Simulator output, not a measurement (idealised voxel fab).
The process module that follows is named voxel gate over fins.
FYI the section here is cut, 250 nm wide, cells are 5 nm squares.
Cross-section = grid of square cells, listed top down in bands; band = one or more rows.
Band: top height; bottom height; in nm. Then, left to right: material with width in nm, for each material. "everywhere": a single material spanning edge to edge. "air": empty space.
Height reference: 0 = level under which incoming wafer is all one material. Lowest band: no bottom, runs on downward, e.g. "from 0 down".
Top row gets the first number, bottom row gets the second, and each row in between changes by the same step: that is how a band width like "30 to 40" works.
What does "no modification" mean for a step? It means no cell of the cross-section changed in that step.
If an empty space has no open way to the top and is at least 8 cells in size, "Voids lacking openings" lists it, written width x height at distance, where distance is measured from the left edge and every value is in nm.
Formally, on a step line, whatever follows the settings is a remark that the simulator itself makes on the step.
Regarding "overlay nm": on a step with a mask, it is the distance the mask lay to the right of its planned place; a negative value places it to the left.
LISTED BELOW ARE THE PROCESS STEPS AS PLANNED
1. RECEIVE: material Si
2. CONFORMAL_DEP: material SiN, thk nm 10
3. PATTERN: tone cover, mask id FINS, material resist, width nm 15, pitch nm 60, thk nm 20, overlay nm 0
4. DIRECTIONAL_ETCH: etch materials SiN, depth nm 10
5. DIRECTIONAL_ETCH: etch materials Si, depth nm 40
6. STRIP: etch materials resist
7. OXIDIZE: depth nm 5
8. FILL_DEP: material SiO2, thk nm 5
9. CMP: height nm 10
10. MASKED_ETCH: tone open, mask id RAIL, width nm 15, etch materials SiO2, depth nm 45, overlay nm 0
11. CONFORMAL_DEP: material TiN, thk nm 5
12. FILL_DEP: material Ru, thk nm 10
13. CMP: height nm 10
14. SELECTIVE_ETCH: etch materials W Ru TiN, depth nm 25
15. FILL_DEP: material SiO2, thk nm 5
16. CMP: height nm 10
17. SELECTIVE_ETCH: etch materials SiO2, depth nm 20
18. STRIP: etch materials SiN
19. CONFORMAL_DEP: material HfO2, thk nm 5
20. CONFORMAL_DEP: material TiN, thk nm 5
21. CONFORMAL_DEP: material TiAl, thk nm 5
22. CONFORMAL_DEP: material TiN, thk nm 5
23. FILL_DEP: material W, thk nm 10
24. CMP: height nm 15
25. CONFORMAL_DEP: material SiCN, thk nm 10
Every wafer here starts from the same state; it is the step 24 height nm that distinguishes them, and the value the plan gives belongs to the first wafer.
CROSS-SECTION OF THE FIRST OF SEVERAL WAFERS AS RECEIVED (AFTER STEP 1)
	from 0 down | Si everywhere
	Voids lacking openings: none
ONCE STEP 25, THE LAST STEP, IS COMPLETE, THE MODULE IS AT ITS END; THIS IS THE CROSS-SECTION OF THE FIRST OF SEVERAL WAFERS
	from 25 to 15 | SiCN everywhere
	from 15 to 10 | 10 nm W, 5 nm TiN, 35 nm TiAl, 5 nm TiN, 15 nm W, 5 nm TiN, 35 nm TiAl, 5 nm TiN, 15 nm W, 5 nm TiN, 35 nm TiAl, 5 nm TiN, 15 nm W, 5 nm TiN, 35 nm TiAl, 5 nm TiN, 15 nm W
	from 10 to 5 | 15 nm TiN, 5 nm TiAl, 25 nm TiN, 5 nm TiAl, 25 nm TiN, 5 nm TiAl, 25 nm TiN, 5 nm TiAl, 25 nm TiN, 5 nm TiAl, 25 nm TiN, 5 nm TiAl, 25 nm TiN, 5 nm TiAl, 25 nm TiN, 5 nm TiAl, 20 nm TiN
	from 5 to 0 | 20 nm TiAl, 5 nm TiN, 15 nm HfO2, 5 nm TiN, 35 nm TiAl, 5 nm TiN, 15 nm HfO2, 5 nm TiN, 35 nm TiAl, 5 nm TiN, 15 nm HfO2, 5 nm TiN, 35 nm TiAl, 5 nm TiN, 15 nm HfO2, 5 nm TiN, 25 nm TiAl
	from 0 to -5 | 25 nm TiN, 5 nm HfO2, 5 nm Si, 5 nm HfO2, 45 nm TiN, 5 nm HfO2, 5 nm Si, 5 nm HfO2, 45 nm TiN, 5 nm HfO2, 5 nm Si, 5 nm HfO2, 45 nm TiN, 5 nm HfO2, 5 nm Si, 5 nm HfO2, 30 nm TiN
	from -5 to -10 | 30 nm HfO2, 5 nm Si, 55 nm HfO2, 5 nm Si, 55 nm HfO2, 5 nm Si, 55 nm HfO2, 5 nm Si, 35 nm HfO2
	from -10 to -15 | 30 nm SiO2, 5 nm Si, 55 nm SiO2, 5 nm Si, 55 nm SiO2, 5 nm Si, 55 nm SiO2, 5 nm Si, 35 nm SiO2
	from -15 to -30 | 30 nm SiO2, 5 nm Si, 20 nm SiO2, 5 nm TiN, 5 nm Ru, 5 nm TiN, 20 nm SiO2, 5 nm Si, 55 nm SiO2, 5 nm Si, 55 nm SiO2, 5 nm Si, 35 nm SiO2
	from -30 to -35 | 30 nm SiO2, 5 nm Si, 20 nm SiO2, 15 nm TiN, 20 nm SiO2, 5 nm Si, 55 nm SiO2, 5 nm Si, 55 nm SiO2, 5 nm Si, 35 nm SiO2
	from -35 to -45 | 30 nm SiO2, 5 nm Si, 55 nm SiO2, 5 nm Si, 55 nm SiO2, 5 nm Si, 55 nm SiO2, 5 nm Si, 35 nm SiO2
	from -45 down | Si everywhere
	Voids lacking openings: none
CROSS-SECTIONAL DEPICTION OF THE LAST OF SEVERAL WAFERS UPON COMPLETION OF THE MODULE
	from 40 to 30 | SiCN everywhere
	from 30 to 20 | W everywhere
	from 20 to 15 | 10 nm W, 45 nm TiN, 15 nm W, 45 nm TiN, 15 nm W, 45 nm TiN, 15 nm W, 45 nm TiN, 15 nm W
	from 15 to 10 | 10 nm W, 5 nm TiN, 35 nm TiAl, 5 nm TiN, 15 nm W, 5 nm TiN, 35 nm TiAl, 5 nm TiN, 15 nm W, 5 nm TiN, 35 nm TiAl, 5 nm TiN, 15 nm W, 5 nm TiN, 35 nm TiAl, 5 nm TiN, 15 nm W
	from 10 to 5 | 15 nm TiN, 5 nm TiAl, 25 nm TiN, 5 nm TiAl, 25 nm TiN, 5 nm TiAl, 25 nm TiN, 5 nm TiAl, 25 nm TiN, 5 nm TiAl, 25 nm TiN, 5 nm TiAl, 25 nm TiN, 5 nm TiAl, 25 nm TiN, 5 nm TiAl, 20 nm TiN
	from 5 to 0 | 20 nm TiAl, 5 nm TiN, 15 nm HfO2, 5 nm TiN, 35 nm TiAl, 5 nm TiN, 15 nm HfO2, 5 nm TiN, 35 nm TiAl, 5 nm TiN, 15 nm HfO2, 5 nm TiN, 35 nm TiAl, 5 nm TiN, 15 nm HfO2, 5 nm TiN, 25 nm TiAl
	from 0 to -5 | 25 nm TiN, 5 nm HfO2, 5 nm Si, 5 nm HfO2, 45 nm TiN, 5 nm HfO2, 5 nm Si, 5 nm HfO2, 45 nm TiN, 5 nm HfO2, 5 nm Si, 5 nm HfO2, 45 nm TiN, 5 nm HfO2, 5 nm Si, 5 nm HfO2, 30 nm TiN
	from -5 to -10 | 30 nm HfO2, 5 nm Si, 55 nm HfO2, 5 nm Si, 55 nm HfO2, 5 nm Si, 55 nm HfO2, 5 nm Si, 35 nm HfO2
	from -10 to -15 | 30 nm SiO2, 5 nm Si, 55 nm SiO2, 5 nm Si, 55 nm SiO2, 5 nm Si, 55 nm SiO2, 5 nm Si, 35 nm SiO2
	from -15 to -30 | 30 nm SiO2, 5 nm Si, 20 nm SiO2, 5 nm TiN, 5 nm Ru, 5 nm TiN, 20 nm SiO2, 5 nm Si, 55 nm SiO2, 5 nm Si, 55 nm SiO2, 5 nm Si, 35 nm SiO2
	from -30 to -35 | 30 nm SiO2, 5 nm Si, 20 nm SiO2, 15 nm TiN, 20 nm SiO2, 5 nm Si, 55 nm SiO2, 5 nm Si, 55 nm SiO2, 5 nm Si, 35 nm SiO2
	from -35 to -45 | 30 nm SiO2, 5 nm Si, 55 nm SiO2, 5 nm Si, 55 nm SiO2, 5 nm Si, 55 nm SiO2, 5 nm Si, 35 nm SiO2
	from -45 down | Si everywhere
	Voids lacking openings: none
WAFER ROWS; END OF MODULE; CELLS PER MATERIAL SINCE RECEIPT: (+) GAINED, (-) LOST; THEN CLOSED VOIDS
height nm 15, +66 HfO2, +3 Ru, -414 Si, +100 SiCN, +310 SiO2, +66 TiAl, +105 TiN, +14 W, Voids lacking openings: none
height nm 20, +66 HfO2, +3 Ru, -414 Si, +100 SiCN, +310 SiO2, +66 TiAl, +141 TiN, +28 W, Voids lacking openings: none
height nm 25, +66 HfO2, +3 Ru, -414 Si, +100 SiCN, +310 SiO2, +66 TiAl, +141 TiN, +78 W, Voids lacking openings: none
height nm 30, +66 HfO2, +3 Ru, -414 Si, +100 SiCN, +310 SiO2, +66 TiAl, +141 TiN, +128 W, Voids lacking openings: none
